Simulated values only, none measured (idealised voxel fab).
process module | voxel spacer lines
cross-section cut | 275 nm wide | cells 5 nm
A cross-section is a grid of square cells, given in bands from the top down. A band is one or more rows of cells.
Each band's line starts with the height of the band's top and of its bottom, in nm. Then come its materials from left to right, each with its width in nm. One material with "throughout" fills the band from edge to edge. "air" is empty space.
Height 0 is the level under which the wafer as received is all one material. The lowest band goes on downwards, as in "0 down".
A width such as "30 to 40" changes by the same amount from each row of cells to the next, from the band's top row to its bottom row.
"no change" after a step means that no cell of the cross-section changed.
closed voids: empty space of 8 cells or more with no open way to the top, each as width x height at its distance from the left edge, in nm
after a step's settings: what the simulator itself notes on the step
overlay nm, on a step with a mask: how far to the right of its planned place the mask lay; to the left if negative
plan
1 op RECEIVE | material Si
2 op CONFORMAL_DEP | material Al2O3 | thk nm 5
3 op DIRECTIONAL_DEP | material SiN | thk nm 10
4 op DIRECTIONAL_DEP | material aC | thk nm 20
5 op PATTERN | tone cover | mask id MANDREL | material resist | width nm 15 | pitch nm 60 | thk nm 30 | overlay nm 0
6 op DIRECTIONAL_ETCH | etch materials aC | depth nm 20
7 op STRIP | etch materials resist
8 op CONFORMAL_DEP | material SiO2 | thk nm 15
9 op DIRECTIONAL_ETCH | etch materials SiO2 | depth nm 15
10 op STRIP | etch materials aC
11 op DIRECTIONAL_ETCH | etch materials SiN | depth nm 10
12 op STRIP | etch materials SiO2
13 op FILL_DEP | material lowk | thk nm 5
14 op CMP | height nm 15
as received, after step 1
  0 down: Si throughout
  closed voids: none
a wafer at the end: this start, this plan, one mistake
  15 to 10: Al2O3 throughout
  10 to 0: SiN throughout
  0 down: Si throughout
  closed voids: none
what went wrong: steps 2 and 3 were swapped
